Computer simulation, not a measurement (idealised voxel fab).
Herein follows the process module entitled voxel transistor to metal.
For reference, the cross-section in this document is cut, with width 140 nm and square cells of 5 nm.
Square cells in a grid make up a cross-section in this document, and the grid is given as bands, listed from the top down, each one or more rows of cells.
Heights first: top, then bottom, in nm. Then materials, left to right, each with a width in nm. "full width" on a single material: fills the band edge to edge. "air": empty space.
Heads up on the height convention: 0 is the point under which the incoming wafer is all one material, and the lowest band has no bottom, it just keeps going down, like "0..down".
When a width is written as two numbers, as in "30 to 40", the first number is the width in the top row of cells of the band and the second is the width in its bottom row, and the width changes by the same amount from each row to the next.
Where a step carries "no alteration", the cross-section came out of it unchanged, cell for cell.
"Unvented voids" contains a list of empty spaces, each no smaller than 8 cells and without an open way to the top, written in the form width x height at distance with the distance from the left edge and all three in nm.
Step line, after settings: the simulator's comment on this step.
Regarding "overlay nm": on a step with a mask, it is the distance the mask lay to the right of its planned place; a negative value places it to the left.
Note: before/after cross-section pairs follow, one process step per pair, after-side truncated at the lowest changed band, step and settings given beneath. Different runs of this module on the same starting wafer may supply the pairs; a pair continues the one above only where the "Pre-step" entry says so.
Pre-step
  0..down | Si full width
  Unvented voids: none
after
  5..0 | SiO2 full width
  No changes below 0.
  Unvented voids: none
Step, pre vs post cross-sections above: CONFORMAL_DEP: material SiO2, thk nm 5
Pre-step: the after view from the pair directly above serves as the before view here.
after
  15..5 | SiN full width
  No changes below 5.
  Unvented voids: none
Step, pre vs post cross-sections above: CONFORMAL_DEP: material SiN, thk nm 10
Pre-step: the after view from the pair directly above serves as the before view here.
after
  15..5 | air (20) / SiN (100) / air (20)
  No changes below 5.
  Unvented voids: none
Step, pre vs post cross-sections above: MASKED_ETCH: tone cover, mask id ACTIVE, width nm 100, etch materials SiN, depth nm 10, overlay nm 0
Pre-step: the after view from the pair directly above serves as the before view here.
after
  15..5 | air (20) / SiN (100) / air (20)
  5..0 | air (20) / SiO2 (100) / air (20)
  No changes below 0.
  Unvented voids: none
Step, pre vs post cross-sections above: MASKED_ETCH: tone cover, mask id ACTIVE, width nm 100, etch materials SiO2, depth nm 5, overlay nm 0
Pre-step: the after view from the pair directly above serves as the before view here.
after
  15..5 | air (20) / SiN (100) / air (20)
  5..0 | air (20) / SiO2 (100) / air (20)
  0..-35 | air (20) / Si (100) / air (20)
  No changes below -35.
  Unvented voids: none
Step, pre vs post cross-sections above: MASKED_ETCH: tone cover, mask id ACTIVE, width nm 100, etch materials Si, depth nm 35, overlay nm 0
Pre-step: the after view from the pair directly above serves as the before view here.
after
  25..15 | SiO2 full width
  15..5 | SiO2 (20) / SiN (100) / SiO2 (20)
  5..0 | SiO2 full width
  0..-35 | SiO2 (20) / Si (100) / SiO2 (20)
  No changes below -35.
  Unvented voids: none
Step, pre vs post cross-sections above: FILL_DEP: material SiO2, thk nm 10
Pre-step: the after view from the pair directly above serves as the before view here.
after
  15..5 | SiO2 (20) / SiN (100) / SiO2 (20)
  No changes below 5.
  Unvented voids: none
Step, pre vs post cross-sections above: CMP: height nm 15
Pre-step: the after view from the pair directly above serves as the before view here.
after
  15..10 | air (20) / SiN (100) / air (20)
  No changes below 10.
  Unvented voids: none
Step, pre vs post cross-sections above: SELECTIVE_ETCH: etch materials SiO2, depth nm 5
Pre-step: the after view from the pair directly above serves as the before view here.
after
  10..5 | SiO2 (20) / air (100) / SiO2 (20)
  No changes below 5.
  Unvented voids: none
Step, pre vs post cross-sections above: STRIP: etch materials SiN
Pre-step: the after view from the pair directly above serves as the before view here.
after
  5..0 | SiO2 (15) / air (110) / SiO2 (15)
  No changes below 0.
  Unvented voids: none
Step, pre vs post cross-sections above: SELECTIVE_ETCH: etch materials SiO2, depth nm 5
Pre-step: the after view from the pair directly above serves as the before view here.
after
  5..0 | SiO2 (15) / air (110) / SiO2 (15)
  0..-5 | SiO2 full width
  No changes below -5.
  Unvented voids: none
Step, pre vs post cross-sections above: OXIDIZE: depth nm 5
Pre-step: the after view from the pair directly above serves as the before view here.
after
  30..25 | polySi (15) / air (110) / polySi (15)
  25..5 | polySi full width
  5..0 | SiO2 (15) / polySi (110) / SiO2 (15)
  No changes below 0.
  Unvented voids: none
Step, pre vs post cross-sections above: DIRECTIONAL_DEP: material polySi, thk nm 25
Pre-step: the after view from the pair directly above serves as the before view here.
after
  40..35 | SiCN (15) / air (110) / SiCN (15)
  35..30 | SiCN full width
  30..25 | polySi (15) / SiCN (110) / polySi (15)
  No changes below 25.
  Unvented voids: none
Step, pre vs post cross-sections above: DIRECTIONAL_DEP: material SiCN, thk nm 10
Pre-step: the after view from the pair directly above serves as the before view here.
after
  35..30 | air (55) / SiCN (30) / air (55)
  30..25 | polySi (15) / air (40) / SiCN (30) / air (40) / polySi (15)
  No changes below 25.
  Unvented voids: none
Step, pre vs post cross-sections above: MASKED_ETCH: tone cover, mask id GATE, width nm 30, etch materials SiCN, depth nm 20, overlay nm 0
Pre-step: the after view from the pair directly above serves as the before view here.
after
  35..25 | air (55) / SiCN (30) / air (55)
  25..5 | air (55) / polySi (30) / air (55)
  5..0 | SiO2 (15) / air (40) / polySi (30) / air (40) / SiO2 (15)
  No changes below 0.
  Unvented voids: none
Step, pre vs post cross-sections above: MASKED_ETCH: tone cover, mask id GATE, width nm 30, etch materials polySi, depth nm 35, overlay nm 0
Pre-step: the after view from the pair directly above serves as the before view here.
after
  45..35 | air (45) / SiN (50) / air (45)
  35..25 | air (45) / SiN (10) / SiCN (30) / SiN (10) / air (45)
  25..15 | air (45) / SiN (10) / polySi (30) / SiN (10) / air (45)
  15..10 | SiN (25) / air (20) / SiN (10) / polySi (30) / SiN (10) / air (20) / SiN (25)
  10..5 | SiN (55) / polySi (30) / SiN (55)
  5..0 | SiO2 (15) / SiN (40) / polySi (30) / SiN (40) / SiO2 (15)
  No changes below 0.
  Unvented voids: none
Step, pre vs post cross-sections above: CONFORMAL_DEP: material SiN, thk nm 10
Pre-step: the after view from the pair directly above serves as the before view here.
after
  35..25 | air (45) / SiN (10) / SiCN (30) / SiN (10) / air (45)
  25..5 | air (45) / SiN (10) / polySi (30) / SiN (10) / air (45)
  5..0 | SiO2 (15) / SiN (10) / air (20) / SiN (10) / polySi (30) / SiN (10) / air (20) / SiN (10) / SiO2 (15)
  No changes below 0.
  Unvented voids: none
Step, pre vs post cross-sections above: DIRECTIONAL_ETCH: etch materials SiN, depth nm 10
Pre-step: the after view from the pair directly above serves as the before view here.
after
  35..25 | air (45) / SiN (10) / SiCN (30) / SiN (10) / air (45)
  25..5 | air (45) / SiN (10) / polySi (30) / SiN (10) / air (45)
  5..0 | air (15) / SiN (10) / air (20) / SiN (10) / polySi (30) / SiN (10) / air (20) / SiN (10) / air (15)
  0..-5 | SiO2 (25) / air (20) / SiO2 (50) / air (20) / SiO2 (25)
  No changes below -5.
  Unvented voids: none
Step, pre vs post cross-sections above: DIRECTIONAL_ETCH: etch materials SiO2, depth nm 5
Pre-step: the after view from the pair directly above serves as the before view here.
after
  35..25 | air (45) / SiN (10) / SiCN (30) / SiN (10) / air (45)
  25..5 | air (45) / SiN (10) / polySi (30) / SiN (10) / air (45)
  5..0 | air (15) / SiN (10) / air (20) / SiN (10) / polySi (30) / SiN (10) / air (20) / SiN (10) / air (15)
  0..-5 | SiO2 (25) / air (20) / SiO2 (50) / air (20) / SiO2 (25)
  -5..-20 | SiO2 (20) / Si (5) / air (20) / Si (50) / air (20) / Si (5) / SiO2 (20)
  No changes below -20.
  Unvented voids: none
Step, pre vs post cross-sections above: DIRECTIONAL_ETCH: etch materials Si, depth nm 15
Pre-step: the after view from the pair directly above serves as the before view here.
after
  35..25 | air (45) / SiN (10) / SiCN (30) / SiN (10) / air (45)
  25..10 | air (45) / SiN (10) / polySi (30) / SiN (10) / air (45)
  10..5 | air (20) / SiGe (25) / SiN (10) / polySi (30) / SiN (10) / SiGe (25) / air (20)
  5..0 | air (15) / SiN (10) / SiGe (20) / SiN (10) / polySi (30) / SiN (10) / SiGe (20) / SiN (10) / air (15)
  0..-5 | SiO2 (25) / SiGe (20) / SiO2 (50) / SiGe (20) / SiO2 (25)
  -5..-20 | SiO2 (20) / Si (5) / SiGe (20) / Si (50) / SiGe (20) / Si (5) / SiO2 (20)
  No changes below -20.
  Unvented voids: none
Step, pre vs post cross-sections above: EPI: material SiGe, thk nm 15
Pre-step: the after view from the pair directly above serves as the before view here.
after
  45..35 | SiO2 full width
  35..25 | SiO2 (45) / SiN (10) / SiCN (30) / SiN (10) / SiO2 (45)
  25..10 | SiO2 (45) / SiN (10) / polySi (30) / SiN (10) / SiO2 (45)
  10..5 | SiO2 (20) / SiGe (25) / SiN (10) / polySi (30) / SiN (10) / SiGe (25) / SiO2 (20)
  5..0 | SiO2 (15) / SiN (10) / SiGe (20) / SiN (10) / polySi (30) / SiN (10) / SiGe (20) / SiN (10) / SiO2 (15)
  No changes below 0.
  Unvented voids: none
Step, pre vs post cross-sections above: FILL_DEP: material SiO2, thk nm 10
Pre-step: the after view from the pair directly above serves as the before view here.
after
  25..10 | SiO2 (45) / SiN (10) / polySi (30) / SiN (10) / SiO2 (45)
  No changes below 10.
  Unvented voids: none
Step, pre vs post cross-sections above: CMP: height nm 25
Pre-step: the after view from the pair directly above serves as the before view here.
after
  25..10 | SiO2 (45) / SiN (10) / air (30) / SiN (10) / SiO2 (45)
  10..5 | SiO2 (20) / SiGe (25) / SiN (10) / air (30) / SiN (10) / SiGe (25) / SiO2 (20)
  5..0 | SiO2 (15) / SiN (10) / SiGe (20) / SiN (10) / air (30) / SiN (10) / SiGe (20) / SiN (10) / SiO2 (15)
  No changes below 0.
  Unvented voids: none
Step, pre vs post cross-sections above: STRIP: etch materials polySi
Pre-step: the after view from the pair directly above serves as the before view here.
after
  25..20 | air (45) / SiN (10) / air (30) / SiN (10) / air (45)
  20..10 | SiO2 (45) / SiN (10) / air (30) / SiN (10) / SiO2 (45)
  10..5 | SiO2 (20) / SiGe (25) / SiN (10) / air (30) / SiN (10) / SiGe (25) / SiO2 (20)
  5..0 | SiO2 (15) / SiN (10) / SiGe (20) / SiN (10) / air (30) / SiN (10) / SiGe (20) / SiN (10) / SiO2 (15)
  0..-5 | SiO2 (25) / SiGe (20) / SiO2 (5) / air (40) / SiO2 (5) / SiGe (20) / SiO2 (25)
  No changes below -5.
  Unvented voids: none
Step, pre vs post cross-sections above: SELECTIVE_ETCH: etch materials SiO2, depth nm 5
Pre-step: the after view from the pair directly above serves as the before view here.
after
  30..25 | air (40) / HfO2 (20) / air (20) / HfO2 (20) / air (40)
  25..20 | HfO2 (45) / SiN (10) / HfO2 (5) / air (20) / HfO2 (5) / SiN (10) / HfO2 (45)
  20..10 | SiO2 (45) / SiN (10) / HfO2 (5) / air (20) / HfO2 (5) / SiN (10) / SiO2 (45)
  10..5 | SiO2 (20) / SiGe (25) / SiN (10) / HfO2 (5) / air (20) / HfO2 (5) / SiN (10) / SiGe (25) / SiO2 (20)
  5..0 | SiO2 (15) / SiN (10) / SiGe (20) / SiN (10) / HfO2 (5) / air (20) / HfO2 (5) / SiN (10) / SiGe (20) / SiN (10) / SiO2 (15)
  0..-5 | SiO2 (25) / SiGe (20) / SiO2 (5) / HfO2 (40) / SiO2 (5) / SiGe (20) / SiO2 (25)
  No changes below -5.
  Unvented voids: none
Step, pre vs post cross-sections above: CONFORMAL_DEP: material HfO2, thk nm 5
Pre-step: the after view from the pair directly above serves as the before view here.
after
  35..30 | air (35) / TiN (30) / air (10) / TiN (30) / air (35)
  30..25 | TiN (40) / HfO2 (20) / TiN (5) / air (10) / TiN (5) / HfO2 (20) / TiN (40)
  25..20 | HfO2 (45) / SiN (10) / HfO2 (5) / TiN (5) / air (10) / TiN (5) / HfO2 (5) / SiN (10) / HfO2 (45)
  20..10 | SiO2 (45) / SiN (10) / HfO2 (5) / TiN (5) / air (10) / TiN (5) / HfO2 (5) / SiN (10) / SiO2 (45)
  10..5 | SiO2 (20) / SiGe (25) / SiN (10) / HfO2 (5) / TiN (5) / air (10) / TiN (5) / HfO2 (5) / SiN (10) / SiGe (25) / SiO2 (20)
  5..0 | SiO2 (15) / SiN (10) / SiGe (20) / SiN (10) / HfO2 (5) / TiN (20) / HfO2 (5) / SiN (10) / SiGe (20) / SiN (10) / SiO2 (15)
  No changes below 0.
  Unvented voids: none
Step, pre vs post cross-sections above: CONFORMAL_DEP: material TiN, thk nm 5
Pre-step: the after view from the pair directly above serves as the before view here.
after
  45..35 | W full width
  35..30 | W (35) / TiN (30) / W (10) / TiN (30) / W (35)
  30..25 | TiN (40) / HfO2 (20) / TiN (5) / W (10) / TiN (5) / HfO2 (20) / TiN (40)
  25..20 | HfO2 (45) / SiN (10) / HfO2 (5) / TiN (5) / W (10) / TiN (5) / HfO2 (5) / SiN (10) / HfO2 (45)
  20..10 | SiO2 (45) / SiN (10) / HfO2 (5) / TiN (5) / W (10) / TiN (5) / HfO2 (5) / SiN (10) / SiO2 (45)
  10..5 | SiO2 (20) / SiGe (25) / SiN (10) / HfO2 (5) / TiN (5) / W (10) / TiN (5) / HfO2 (5) / SiN (10) / SiGe (25) / SiO2 (20)
  No changes below 5.
  Unvented voids: none
Step, pre vs post cross-sections above: FILL_DEP: material W, thk nm 10
Pre-step: the after view from the pair directly above serves as the before view here.
after
  20..10 | SiO2 (45) / SiN (10) / HfO2 (5) / TiN (5) / W (10) / TiN (5) / HfO2 (5) / SiN (10) / SiO2 (45)
  No changes below 10.
  Unvented voids: none
Step, pre vs post cross-sections above: CMP: height nm 20
Pre-step: the after view from the pair directly above serves as the before view here.
after
  30..20 | SiO2 full width
  No changes below 20.
  Unvented voids: none
Step, pre vs post cross-sections above: DIRECTIONAL_DEP: material SiO2, thk nm 10
Pre-step: the after view from the pair directly above serves as the before view here.
after
  30..20 | SiO2 (25) / air (15) / SiO2 (60) / air (15) / SiO2 (25)
  20..10 | SiO2 (25) / air (15) / SiO2 (5) / SiN (10) / HfO2 (5) / TiN (5) / W (10) / TiN (5) / HfO2 (5) / SiN (10) / SiO2 (5) / air (15) / SiO2 (25)
  No changes below 10.
  Unvented voids: none
Step, pre vs post cross-sections above: MASKED_ETCH: tone open, mask id CONTACT, width nm 15, pitch nm 75, etch materials SiO2, depth nm 20, overlay nm 0
Pre-step: the after view from the pair directly above serves as the before view here.
after
  35..30 | TiN (30) / air (5) / TiN (70) / air (5) / TiN (30)
  30..20 | SiO2 (25) / TiN (5) / air (5) / TiN (5) / SiO2 (60) / TiN (5) / air (5) / TiN (5) / SiO2 (25)
  20..15 | SiO2 (25) / TiN (5) / air (5) / TiN (5) / SiO2 (5) / SiN (10) / HfO2 (5) / TiN (5) / W (10) / TiN (5) / HfO2 (5) / SiN (10) / SiO2 (5) / TiN (5) / air (5) / TiN (5) / SiO2 (25)
  15..10 | SiO2 (25) / TiN (15) / SiO2 (5) / SiN (10) / HfO2 (5) / TiN (5) / W (10) / TiN (5) / HfO2 (5) / SiN (10) / SiO2 (5) / TiN (15) / SiO2 (25)
  No changes below 10.
  Unvented voids: none
Step, pre vs post cross-sections above: CONFORMAL_DEP: material TiN, thk nm 5
Pre-step: the after view from the pair directly above serves as the before view here.
after
  45..35 | W full width
  35..30 | TiN (30) / W (5) / TiN (70) / W (5) / TiN (30)
  30..20 | SiO2 (25) / TiN (5) / W (5) / TiN (5) / SiO2 (60) / TiN (5) / W (5) / TiN (5) / SiO2 (25)
  20..15 | SiO2 (25) / TiN (5) / W (5) / TiN (5) / SiO2 (5) / SiN (10) / HfO2 (5) / TiN (5) / W (10) / TiN (5) / HfO2 (5) / SiN (10) / SiO2 (5) / TiN (5) / W (5) / TiN (5) / SiO2 (25)
  No changes below 15.
  Unvented voids: none
Step, pre vs post cross-sections above: FILL_DEP: material W, thk nm 10
Pre-step: the after view from the pair directly above serves as the before view here.
after
  30..20 | SiO2 (25) / TiN (5) / W (5) / TiN (5) / SiO2 (60) / TiN (5) / W (5) / TiN (5) / SiO2 (25)
  No changes below 20.
  Unvented voids: none
Step, pre vs post cross-sections above: CMP: height nm 30
Pre-step: the after view from the pair directly above serves as the before view here.
after
  35..30 | SiN full width
  No changes below 30.
  Unvented voids: none
Step, pre vs post cross-sections above: CONFORMAL_DEP: material SiN, thk nm 5
Pre-step: the after view from the pair directly above serves as the before view here.
after
  55..35 | lowk full width
  No changes below 35.
  Unvented voids: none
Step, pre vs post cross-sections above: DIRECTIONAL_DEP: material lowk, thk nm 20
Pre-step: the after view from the pair directly above serves as the before view here.
after
  55..35 | lowk (25) / air (15) / lowk (60) / air (15) / lowk (25)
  No changes below 35.
  Unvented voids: none
Step, pre vs post cross-sections above: MASKED_ETCH: tone open, mask id METAL_1, width nm 15, pitch nm 75, etch materials lowk, depth nm 20, overlay nm 0
Pre-step: the after view from the pair directly above serves as the before view here.
after
  55..35 | lowk (25) / air (15) / lowk (60) / air (15) / lowk (25)
  35..30 | SiN (25) / air (15) / SiN (60) / air (15) / SiN (25)
  No changes below 30.
  Unvented voids: none
Step, pre vs post cross-sections above: MASKED_ETCH: tone open, mask id METAL_1, width nm 15, pitch nm 75, etch materials SiN, depth nm 5, overlay nm 0
Pre-step: the after view from the pair directly above serves as the before view here.
after
  60..55 | TiN (30) / air (5) / TiN (70) / air (5) / TiN (30)
  55..35 | lowk (25) / TiN (5) / air (5) / TiN (5) / lowk (60) / TiN (5) / air (5) / TiN (5) / lowk (25)
  35..30 | SiN (25) / TiN (15) / SiN (60) / TiN (15) / SiN (25)
  No changes below 30.
  Unvented voids: none
Step, pre vs post cross-sections above: CONFORMAL_DEP: material TiN, thk nm 5
Pre-step: the after view from the pair directly above serves as the before view here.
after
  70..60 | Cu full width
  60..55 | TiN (30) / Cu (5) / TiN (70) / Cu (5) / TiN (30)
  55..35 | lowk (25) / TiN (5) / Cu (5) / TiN (5) / lowk (60) / TiN (5) / Cu (5) / TiN (5) / lowk (25)
  No changes below 35.
  Unvented voids: none
Step, pre vs post cross-sections above: FILL_DEP: material Cu, thk nm 10
Pre-step: the after view from the pair directly above serves as the before view here.
after
  55..35 | lowk (25) / TiN (5) / Cu (5) / TiN (5) / lowk (60) / TiN (5) / Cu (5) / TiN (5) / lowk (25)
  No changes below 35.
  Unvented voids: none
Step, pre vs post cross-sections above: CMP: height nm 55
Pre-step: the after view from the pair directly above serves as the before view here.
after
  60..55 | SiN full width
  No changes below 55.
  Unvented voids: none
Step, pre vs post cross-sections above: CONFORMAL_DEP: material SiN, thk nm 5
Pre-step
  70..60 | Cu full width
  60..55 | TiN (30) / Cu (5) / TiN (70) / Cu (5) / TiN (30)
  55..35 | lowk (25) / TiN (5) / Cu (5) / TiN (5) / lowk (60) / TiN (5) / Cu (5) / TiN (5) / lowk (25)
  35..30 | SiN (25) / TiN (15) / SiN (60) / TiN (15) / SiN (25)
  30..20 | SiO2 (25) / TiN (5) / W (5) / TiN (5) / SiO2 (60) / TiN (5) / W (5) / TiN (5) / SiO2 (25)
  20..15 | SiO2 (25) / TiN (5) / W (5) / TiN (5) / SiO2 (5) / SiN (10) / HfO2 (5) / TiN (5) / W (10) / TiN (5) / HfO2 (5) / SiN (10) / SiO2 (5) / TiN (5) / W (5) / TiN (5) / SiO2 (25)
  15..10 | SiO2 (25) / TiN (15) / SiO2 (5) / SiN (10) / HfO2 (5) / TiN (5) / W (10) / TiN (5) / HfO2 (5) / SiN (10) / SiO2 (5) / TiN (15) / SiO2 (25)
  10..5 | SiO2 (20) / SiGe (25) / SiN (10) / HfO2 (5) / TiN (5) / W (10) / TiN (5) / HfO2 (5) / SiN (10) / SiGe (25) / SiO2 (20)
  5..0 | SiO2 (15) / SiN (10) / SiGe (20) / SiN (10) / HfO2 (5) / TiN (20) / HfO2 (5) / SiN (10) / SiGe (20) / SiN (10) / SiO2 (15)
  0..-5 | SiO2 (25) / SiGe (20) / SiO2 (5) / HfO2 (40) / SiO2 (5) / SiGe (20) / SiO2 (25)
  -5..-20 | SiO2 (20) / Si (5) / SiGe (20) / Si (50) / SiGe (20) / Si (5) / SiO2 (20)
  -20..-35 | SiO2 (20) / Si (100) / SiO2 (20)
  -35..down | Si full width
  Unvented voids: none
after
  75..70 | SiN full width
  No changes below 70.
  Unvented voids: none
Step, pre vs post cross-sections above: CONFORMAL_DEP: material SiN, thk nm 5
Pre-step
  35..25 | air (45) / SiN (10) / SiCN (30) / SiN (10) / air (45)
  25..10 | air (45) / SiN (10) / polySi (30) / SiN (10) / air (45)
  10..5 | air (20) / SiGe (25) / SiN (10) / polySi (30) / SiN (10) / SiGe (25) / air (20)
  5..0 | air (15) / SiN (10) / SiGe (20) / SiN (10) / polySi (30) / SiN (10) / SiGe (20) / SiN (10) / air (15)
  0..-5 | SiO2 (25) / SiGe (20) / SiO2 (50) / SiGe (20) / SiO2 (25)
  -5..-20 | SiO2 (20) / Si (5) / SiGe (20) / Si (50) / SiGe (20) / Si (5) / SiO2 (20)
  -20..-35 | SiO2 (20) / Si (100) / SiO2 (20)
  -35..down | Si full width
  Unvented voids: none
after
  35..25 | air (45) / SiN (10) / SiCN (30) / SiN (10) / air (45)
  25..5 | air (5) / SiGe (40) / SiN (10) / polySi (30) / SiN (10) / SiGe (40) / air (5)
  5..0 | air (5) / SiGe (10) / SiN (10) / SiGe (20) / SiN (10) / polySi (30) / SiN (10) / SiGe (20) / SiN (10) / SiGe (10) / air (5)
  No changes below 0.
  Unvented voids: none
Step, pre vs post cross-sections above: EPI: material SiGe, thk nm 15
Pre-step: the after view from the pair directly above serves as the before view here.
after
  45..35 | SiO2 full width
  35..25 | SiO2 (45) / SiN (10) / SiCN (30) / SiN (10) / SiO2 (45)
  25..5 | SiO2 (5) / SiGe (40) / SiN (10) / polySi (30) / SiN (10) / SiGe (40) / SiO2 (5)
  5..0 | SiO2 (5) / SiGe (10) / SiN (10) / SiGe (20) / SiN (10) / polySi (30) / SiN (10) / SiGe (20) / SiN (10) / SiGe (10) / SiO2 (5)
  No changes below 0.
  Unvented voids: none
Step, pre vs post cross-sections above: FILL_DEP: material SiO2, thk nm 10
Pre-step: the after view from the pair directly above serves as the before view here.
after
  25..5 | SiO2 (5) / SiGe (40) / SiN (10) / polySi (30) / SiN (10) / SiGe (40) / SiO2 (5)
  No changes below 5.
  Unvented voids: none
Step, pre vs post cross-sections above: CMP: height nm 25
Pre-step: the after view from the pair directly above serves as the before view here.
after
  25..5 | SiO2 (5) / SiGe (40) / SiN (10) / air (30) / SiN (10) / SiGe (40) / SiO2 (5)
  5..0 | SiO2 (5) / SiGe (10) / SiN (10) / SiGe (20) / SiN (10) / air (30) / SiN (10) / SiGe (20) / SiN (10) / SiGe (10) / SiO2 (5)
  No changes below 0.
  Unvented voids: none
Step, pre vs post cross-sections above: STRIP: etch materials polySi
Pre-step: the after view from the pair directly above serves as the before view here.
after
  25..20 | air (5) / SiGe (40) / SiN (10) / air (30) / SiN (10) / SiGe (40) / air (5)
  20..5 | SiO2 (5) / SiGe (40) / SiN (10) / air (30) / SiN (10) / SiGe (40) / SiO2 (5)
  5..0 | SiO2 (5) / SiGe (10) / SiN (10) / SiGe (20) / SiN (10) / air (30) / SiN (10) / SiGe (20) / SiN (10) / SiGe (10) / SiO2 (5)
  0..-5 | SiO2 (25) / SiGe (20) / SiO2 (5) / air (40) / SiO2 (5) / SiGe (20) / SiO2 (25)
  No changes below -5.
  Unvented voids: none
Step, pre vs post cross-sections above: SELECTIVE_ETCH: etch materials SiO2, depth nm 5
Pre-step: the after view from the pair directly above serves as the before view here.
after
  30..25 | HfO2 (60) / air (20) / HfO2 (60)
  25..20 | HfO2 (5) / SiGe (40) / SiN (10) / HfO2 (5) / air (20) / HfO2 (5) / SiN (10) / SiGe (40) / HfO2 (5)
  20..5 | SiO2 (5) / SiGe (40) / SiN (10) / HfO2 (5) / air (20) / HfO2 (5) / SiN (10) / SiGe (40) / SiO2 (5)
  5..0 | SiO2 (5) / SiGe (10) / SiN (10) / SiGe (20) / SiN (10) / HfO2 (5) / air (20) / HfO2 (5) / SiN (10) / SiGe (20) / SiN (10) / SiGe (10) / SiO2 (5)
  0..-5 | SiO2 (25) / SiGe (20) / SiO2 (5) / HfO2 (40) / SiO2 (5) / SiGe (20) / SiO2 (25)
  No changes below -5.
  Unvented voids: none
Step, pre vs post cross-sections above: CONFORMAL_DEP: material HfO2, thk nm 5
Pre-step: the after view from the pair directly above serves as the before view here.
after
  35..30 | TiN (65) / air (10) / TiN (65)
  30..25 | HfO2 (60) / TiN (5) / air (10) / TiN (5) / HfO2 (60)
  25..20 | HfO2 (5) / SiGe (40) / SiN (10) / HfO2 (5) / TiN (5) / air (10) / TiN (5) / HfO2 (5) / SiN (10) / SiGe (40) / HfO2 (5)
  20..5 | SiO2 (5) / SiGe (40) / SiN (10) / HfO2 (5) / TiN (5) / air (10) / TiN (5) / HfO2 (5) / SiN (10) / SiGe (40) / SiO2 (5)
  5..0 | SiO2 (5) / SiGe (10) / SiN (10) / SiGe (20) / SiN (10) / HfO2 (5) / TiN (20) / HfO2 (5) / SiN (10) / SiGe (20) / SiN (10) / SiGe (10) / SiO2 (5)
  No changes below 0.
  Unvented voids: none
Step, pre vs post cross-sections above: CONFORMAL_DEP: material TiN, thk nm 5
Pre-step: the after view from the pair directly above serves as the before view here.
after
  45..35 | W full width
  35..30 | TiN (65) / W (10) / TiN (65)
  30..25 | HfO2 (60) / TiN (5) / W (10) / TiN (5) / HfO2 (60)
  25..20 | HfO2 (5) / SiGe (40) / SiN (10) / HfO2 (5) / TiN (5) / W (10) / TiN (5) / HfO2 (5) / SiN (10) / SiGe (40) / HfO2 (5)
  20..5 | SiO2 (5) / SiGe (40) / SiN (10) / HfO2 (5) / TiN (5) / W (10) / TiN (5) / HfO2 (5) / SiN (10) / SiGe (40) / SiO2 (5)
  No changes below 5.
  Unvented voids: none
Step, pre vs post cross-sections above: FILL_DEP: material W, thk nm 10
Pre-step: the after view from the pair directly above serves as the before view here.
after
  20..5 | SiO2 (5) / SiGe (40) / SiN (10) / HfO2 (5) / TiN (5) / W (10) / TiN (5) / HfO2 (5) / SiN (10) / SiGe (40) / SiO2 (5)
  No changes below 5.
  Unvented voids: none
Step, pre vs post cross-sections above: CMP: height nm 20
Pre-step: the after view from the pair directly above serves as the before view here.
after
  30..20 | SiO2 full width
  No changes below 20.
  Unvented voids: none
Step, pre vs post cross-sections above: DIRECTIONAL_DEP: material SiO2, thk nm 10
Pre-step: the after view from the pair directly above serves as the before view here.
after
  30..20 | SiO2 (25) / air (15) / SiO2 (60) / air (15) / SiO2 (25)
  No changes below 20.
  Unvented voids: none
Step, pre vs post cross-sections above: MASKED_ETCH: tone open, mask id CONTACT, width nm 15, pitch nm 75, etch materials SiO2, depth nm 20, overlay nm 0
Pre-step: the after view from the pair directly above serves as the before view here.
after
  35..30 | TiN (30) / air (5) / TiN (70) / air (5) / TiN (30)
  30..25 | SiO2 (25) / TiN (5) / air (5) / TiN (5) / SiO2 (60) / TiN (5) / air (5) / TiN (5) / SiO2 (25)
  25..20 | SiO2 (25) / TiN (15) / SiO2 (60) / TiN (15) / SiO2 (25)
  No changes below 20.
  Unvented voids: none
Step, pre vs post cross-sections above: CONFORMAL_DEP: material TiN, thk nm 5
Pre-step: the after view from the pair directly above serves as the before view here.
after
  45..35 | W full width
  35..30 | TiN (30) / W (5) / TiN (70) / W (5) / TiN (30)
  30..25 | SiO2 (25) / TiN (5) / W (5) / TiN (5) / SiO2 (60) / TiN (5) / W (5) / TiN (5) / SiO2 (25)
  No changes below 25.
  Unvented voids: none
Step, pre vs post cross-sections above: FILL_DEP: material W, thk nm 10
Pre-step: the after view from the pair directly above serves as the before view here.
after
  30..25 | SiO2 (25) / TiN (5) / W (5) / TiN (5) / SiO2 (60) / TiN (5) / W (5) / TiN (5) / SiO2 (25)
  No changes below 25.
  Unvented voids: none
Step, pre vs post cross-sections above: CMP: height nm 30
Pre-step: the after view from the pair directly above serves as the before view here.
after
  35..30 | SiN full width
  No changes below 30.
  Unvented voids: none
Step, pre vs post cross-sections above: CONFORMAL_DEP: material SiN, thk nm 5
Pre-step: the after view from the pair directly above serves as the before view here.
after
  55..35 | lowk full width
  No changes below 35.
  Unvented voids: none
Step, pre vs post cross-sections above: DIRECTIONAL_DEP: material lowk, thk nm 20
Pre-step: the after view from the pair directly above serves as the before view here.
after
  55..35 | lowk (25) / air (15) / lowk (60) / air (15) / lowk (25)
  No changes below 35.
  Unvented voids: none
Step, pre vs post cross-sections above: MASKED_ETCH: tone open, mask id METAL_1, width nm 15, pitch nm 75, etch materials lowk, depth nm 20, overlay nm 0
Pre-step: the after view from the pair directly above serves as the before view here.
after
  55..35 | lowk (25) / air (15) / lowk (60) / air (15) / lowk (25)
  35..30 | SiN (25) / air (15) / SiN (60) / air (15) / SiN (25)
  No changes below 30.
  Unvented voids: none
Step, pre vs post cross-sections above: MASKED_ETCH: tone open, mask id METAL_1, width nm 15, pitch nm 75, etch materials SiN, depth nm 5, overlay nm 0
Pre-step: the after view from the pair directly above serves as the before view here.
after
  60..55 | TiN (30) / air (5) / TiN (70) / air (5) / TiN (30)
  55..35 | lowk (25) / TiN (5) / air (5) / TiN (5) / lowk (60) / TiN (5) / air (5) / TiN (5) / lowk (25)
  35..30 | SiN (25) / TiN (15) / SiN (60) / TiN (15) / SiN (25)
  No changes below 30.
  Unvented voids: none
Step, pre vs post cross-sections above: CONFORMAL_DEP: material TiN, thk nm 5
Pre-step: the after view from the pair directly above serves as the before view here.
after
  70..60 | Cu full width
  60..55 | TiN (30) / Cu (5) / TiN (70) / Cu (5) / TiN (30)
  55..35 | lowk (25) / TiN (5) / Cu (5) / TiN (5) / lowk (60) / TiN (5) / Cu (5) / TiN (5) / lowk (25)
  No changes below 35.
  Unvented voids: none
Step, pre vs post cross-sections above: FILL_DEP: material Cu, thk nm 10
Pre-step: the after view from the pair directly above serves as the before view here.
after
  55..35 | lowk (25) / TiN (5) / Cu (5) / TiN (5) / lowk (60) / TiN (5) / Cu (5) / TiN (5) / lowk (25)
  No changes below 35.
  Unvented voids: none
Step, pre vs post cross-sections above: CMP: height nm 55
Pre-step: the after view from the pair directly above serves as the before view here.
after
  60..55 | SiN full width
  No changes below 55.
  Unvented voids: none
Step, pre vs post cross-sections above: CONFORMAL_DEP: material SiN, thk nm 5
